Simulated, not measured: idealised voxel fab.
Process module heading - voxel air gaps
In the cross-section labelled cut, the width is 280 nm and each square cell is 5 nm.
Bands, listed from the top down, are how a cross-section gets written in this document; the cross-section itself is a grid of square cells, and a band is one or more rows of them. For a band, the entry starts with two heights in nm, that of the top and then that of the bottom, and carries on with the band's materials in order from left to right, each alongside its width in nm; the word "everywhere" beside a single material means it fills the band edge to edge, and "empty" means empty space. Beneath 0, the wafer as received is one material, and that level is where height counting begins. The lowest band goes on downward without a bottom; it is written like "z 0 and below". Quick explanation for "30 to 40": the width changes in equal steps down the rows of cells, from the first number in the band's top row to the second number in its bottom row. Where the words "nothing different" appear for a step, the cross-section shows no cell changed by that step; every cell remained as before. For the entry "Sealed void inventory", the listed items are empty spaces with no open way to the top whose size is 8 cells or more; each item follows the pattern width x height at distance, where distance is from the left edge and all three are in nm. Heads up: the bit after the settings on a step's line is the simulator's remark on that step. overlay nm: how far to the right of its planned place the mask lay on this masked step (negative: to the left).

**Set out below are the planned steps of the process**
1) RECEIVE | material Si
2) CONFORMAL_DEP | material SiO2 | thk nm 10
3) CONFORMAL_DEP | material SiCN | thk nm 5
4) DIRECTIONAL_DEP | material lowk | thk nm 35
5) MASKED_ETCH | tone open | mask id LINES | width nm 15 | pitch nm 40 | etch materials lowk | depth nm 35 | overlay nm 0
6) CONFORMAL_DEP | material TiN | thk nm 5
7) FILL_DEP | material W | thk nm 10
8) CMP | height nm 50
9) EPI | material Ru | thk nm 10
10) SELECTIVE_ETCH | etch materials lowk | depth nm 45
11) CONFORMAL_DEP | material SiCN | thk nm 5

**Cross-section, incoming material, after step 1**
* z 0 and below: Si everywhere
* Sealed void inventory: none

**First of two wafers, end-of-module section, run followed plan**
* z 65 to 60: 55 of empty, then 165 of SiCN, then 60 of empty
* z 60 to 50: 55 of empty, then 5 of SiCN, then 35 of Ru, then 5 of SiCN, then 35 of Ru, then 5 of SiCN, then 35 of Ru, then 5 of SiCN, then 35 of Ru, then 5 of SiCN, then 60 of empty
* z 50 to 45: 55 of empty, then 15 of SiCN, then 5 of TiN, then 5 of W, then 5 of TiN, then 25 of SiCN, then 5 of TiN, then 5 of W, then 5 of TiN, then 25 of SiCN, then 5 of TiN, then 5 of W, then 5 of TiN, then 25 of SiCN, then 5 of TiN, then 5 of W, then 5 of TiN, then 15 of SiCN, then 60 of empty
* z 45 to 20: 65 of empty, then 5 of SiCN, then 5 of TiN, then 5 of W, then 5 of TiN, then 5 of SiCN, then 15 of empty, then 5 of SiCN, then 5 of TiN, then 5 of W, then 5 of TiN, then 5 of SiCN, then 15 of empty, then 5 of SiCN, then 5 of TiN, then 5 of W, then 5 of TiN, then 5 of SiCN, then 15 of empty, then 5 of SiCN, then 5 of TiN, then 5 of W, then 5 of TiN, then 5 of SiCN, then 70 of empty
* z 20 to 15: 70 of SiCN, then 15 of TiN, then 25 of SiCN, then 15 of TiN, then 25 of SiCN, then 15 of TiN, then 25 of SiCN, then 15 of TiN, then 75 of SiCN
* z 15 to 10: SiCN everywhere
* z 10 to 0: SiO2 everywhere
* z 0 and below: Si everywhere
* Sealed void inventory: 15 x 25 at 90; 15 x 25 at 130; 15 x 25 at 170

**Cross-section at end of module for the second wafer of two, which matched the first in starting point and plan and differed by one mistake in its processing**
* z 75 to 70: SiCN everywhere
* z 70 to 60: Ru everywhere
* z 60 to 55: W everywhere
* z 55 to 50: 75 of TiN, then 5 of W, then 35 of TiN, then 5 of W, then 35 of TiN, then 5 of W, then 35 of TiN, then 5 of W, then 80 of TiN
* z 50 to 20: 70 of lowk, then 5 of TiN, then 5 of W, then 5 of TiN, then 25 of lowk, then 5 of TiN, then 5 of W, then 5 of TiN, then 25 of lowk, then 5 of TiN, then 5 of W, then 5 of TiN, then 25 of lowk, then 5 of TiN, then 5 of W, then 5 of TiN, then 75 of lowk
* z 20 to 15: 70 of lowk, then 15 of TiN, then 25 of lowk, then 15 of TiN, then 25 of lowk, then 15 of TiN, then 25 of lowk, then 15 of TiN, then 75 of lowk
* z 15 to 10: SiCN everywhere
* z 10 to 0: SiO2 everywhere
* z 0 and below: Si everywhere
* Sealed void inventory: none
Finding, execution versus plan: note that step 8 departed from the planned setting and was carried out as CMP | height nm 60
Final wafer comparison in cells, second versus first, more or fewer per material: Ru +56, SiCN -92, TiN +52, W +60, lowk +308
The first wafer finishes with 3 closed voids, while the second finishes with 0.
